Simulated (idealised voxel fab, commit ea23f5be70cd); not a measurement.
Process module name: voxel transistor to metal
We display cut, a cross-section 170 nm in width whose square cells are each 5 nm.
The cross-sections in this document take the form of a grid made of square cells. They are written out as bands, in order from top to bottom. Each band consists of one or more rows of cells. It is stipulated that each band's entry specify, in nanometres, the height of the top of the band and then that of its bottom, followed by the materials of the band in left-to-right sequence, each together with its width in nanometres. A single material marked by the word "full width" is understood to fill the band from edge to edge; the word "blank" is understood to denote empty space. We count height from 0. Below that, the starting wafer is all one material. The lowest band never ends at the bottom but goes on down; see "0 down" for how that is written. When a width is written as two numbers, as in "30->40", the first number is the width in the top row of cells of the band and the second is the width in its bottom row, and the width changes by the same amount from each row to the next. The cross-section has no changed cell in any step marked "no alteration". "Enclosed internal cavities": empty spaces of 8 cells or more with no open way to the top, each given as width x height at distance, distance from the left edge, all in nm. Formally, on a step line, whatever follows the settings is a remark that the simulator itself makes on the step. overlay nm: mask offset rightward from planned place, masked step; negative means leftward offset.

Steps planned for the process
1,RECEIVE | material Si
2,CONFORMAL_DEP | material SiO2 | thk nm 5
3,CONFORMAL_DEP | material SiN | thk nm 15
4,MASKED_ETCH | tone cover | mask id ACTIVE | width nm 125 | etch materials SiN | depth nm 15 | overlay nm 0
5,MASKED_ETCH | tone cover | mask id ACTIVE | width nm 125 | etch materials SiO2 | depth nm 5 | overlay nm 0
6,MASKED_ETCH | tone cover | mask id ACTIVE | width nm 125 | etch materials Si | depth nm 35 | overlay nm 0
7,FILL_DEP | material SiO2 | thk nm 10
8,CMP | height nm 20
9,SELECTIVE_ETCH | etch materials SiO2 | depth nm 10
10,STRIP | etch materials SiN
11,SELECTIVE_ETCH | etch materials SiO2 | depth nm 5
12,OXIDIZE | depth nm 5
13,DIRECTIONAL_DEP | material polySi | thk nm 20
14,DIRECTIONAL_DEP | material SiCN | thk nm 10
15,PATTERN | tone cover | mask id GATE | material resist | width nm 25 | thk nm 20 | overlay nm 0
16,DIRECTIONAL_ETCH | etch materials SiCN | depth nm 20
17,DIRECTIONAL_ETCH | etch materials polySi | depth nm 30
18,STRIP | etch materials resist
19,CONFORMAL_DEP | material SiO2 | thk nm 5
20,DIRECTIONAL_ETCH | etch materials SiO2 | depth nm 5
21,CONFORMAL_DEP | material SiN | thk nm 10
22,DIRECTIONAL_ETCH | etch materials SiN | depth nm 10
23,DIRECTIONAL_ETCH | etch materials SiO2 | depth nm 5
24,DIRECTIONAL_ETCH | etch materials Si | depth nm 10
25,EPI | material pSi | thk nm 15
26,FILL_DEP | material SiO2 | thk nm 5
27,CMP | height nm 30
28,DIRECTIONAL_DEP | material SiO2 | thk nm 10
29,MASKED_ETCH | tone open | mask id CONTACT | width nm 35 | pitch nm 70 | etch materials SiO2 | depth nm 30 | overlay nm 0
30,CONFORMAL_DEP | material TiN | thk nm 5
31,FILL_DEP | material W | thk nm 5
32,CMP | height nm 40
33,CONFORMAL_DEP | material SiCN | thk nm 5
34,DIRECTIONAL_DEP | material SiO2 | thk nm 20
35,DIRECTIONAL_DEP | material aC | thk nm 10
36,PATTERN | tone open | mask id METAL_1 | material resist | width nm 20 | pitch nm 85 | thk nm 25 | overlay nm 0
37,DIRECTIONAL_ETCH | etch materials aC | depth nm 10
38,STRIP | etch materials resist
39,DIRECTIONAL_ETCH | etch materials SiO2 | depth nm 20
40,DIRECTIONAL_ETCH | etch materials SiCN | depth nm 5
41,STRIP | etch materials aC
42,CONFORMAL_DEP | material TiN | thk nm 5
43,FILL_DEP | material Cu | thk nm 10
44,CMP | height nm 65
45,CONFORMAL_DEP | material SiCN | thk nm 5

Incoming wafer in cross-section (state: after step 1)
	0 down | Si full width
	Enclosed internal cavities: none

First of two wafers, end-of-module section, run followed plan
	70 to 65 | SiCN full width
	65 to 45 | 30 SiO2  5 TiN  10 Cu  5 TiN  65 SiO2  5 TiN  10 Cu  5 TiN  35 SiO2
	45 to 40 | 30 SiCN  20 TiN  65 SiCN  20 TiN  35 SiCN
	40 to 30 | 30 SiO2  5 TiN  25->15 W  5->15 TiN  35 SiO2  5->15 TiN  25->15 W  5 TiN  35 SiO2
	30 to 20 | 30 SiO2  5 TiN  15 W  5 TiN  10 SiN  5 SiO2  25 SiCN  5 SiO2  10 SiN  5 TiN  15 W  5 TiN  35 SiO2
	20 to 15 | 30 SiO2  5 TiN  15 W  5 TiN  10 SiN  5 SiO2  25 polySi  5 SiO2  10 SiN  5 TiN  15 W  5 TiN  35 SiO2
	15 to 10 | 30 SiO2  25 TiN  10 SiN  5 SiO2  25 polySi  5 SiO2  10 SiN  25 TiN  35 SiO2
	10 to 5 | 25 SiO2  30 pSi  10 SiN  5 SiO2  25 polySi  5 SiO2  10 SiN  30 pSi  30 SiO2
	5 to 0 | 20 SiO2  10 SiN  25 pSi  10 SiN  5 SiO2  25 polySi  5 SiO2  10 SiN  25 pSi  10 SiN  25 SiO2
	0 to -5 | 30 SiO2  25 pSi  55 SiO2  25 pSi  35 SiO2
	-5 to -15 | 20 SiO2  10 Si  25 pSi  55 Si  25 pSi  10 Si  25 SiO2
	-15 to -35 | 20 SiO2  125 Si  25 SiO2
	-35 down | Si full width
	Enclosed internal cavities: none

Module end: cross-section of wafer two of two. Same start and process plan as the first wafer. One mistake during execution
	75 to 70 | SiCN full width
	70 to 65 | 35 TiN  10 Cu  75 TiN  10 Cu  40 TiN
	65 to 45 | 30 SiO2  5 TiN  10 Cu  5 TiN  65 SiO2  5 TiN  10 Cu  5 TiN  35 SiO2
	45 to 40 | 30 SiCN  20 TiN  65 SiCN  20 TiN  35 SiCN
	40 to 30 | 30 SiO2  5 TiN  25->15 W  5->15 TiN  35 SiO2  5->15 TiN  25->15 W  5 TiN  35 SiO2
	30 to 20 | 30 SiO2  5 TiN  15 W  5 TiN  10 SiN  5 SiO2  25 SiCN  5 SiO2  10 SiN  5 TiN  15 W  5 TiN  35 SiO2
	20 to 15 | 30 SiO2  5 TiN  15 W  5 TiN  10 SiN  5 SiO2  25 polySi  5 SiO2  10 SiN  5 TiN  15 W  5 TiN  35 SiO2
	15 to 10 | 30 SiO2  25 TiN  10 SiN  5 SiO2  25 polySi  5 SiO2  10 SiN  25 TiN  35 SiO2
	10 to 5 | 25 SiO2  30 pSi  10 SiN  5 SiO2  25 polySi  5 SiO2  10 SiN  30 pSi  30 SiO2
	5 to 0 | 20 SiO2  10 SiN  25 pSi  10 SiN  5 SiO2  25 polySi  5 SiO2  10 SiN  25 pSi  10 SiN  25 SiO2
	0 to -5 | 30 SiO2  25 pSi  55 SiO2  25 pSi  35 SiO2
	-5 to -15 | 20 SiO2  10 Si  25 pSi  55 Si  25 pSi  10 Si  25 SiO2
	-15 to -35 | 20 SiO2  125 Si  25 SiO2
	-35 down | Si full width
	Enclosed internal cavities: none
Want to know what went wrong? step 44 off recipe, ran as CMP | height nm 70
Cell-count delta at end, second wafer over first, by material: 4 more of Cu; 30 more of TiN
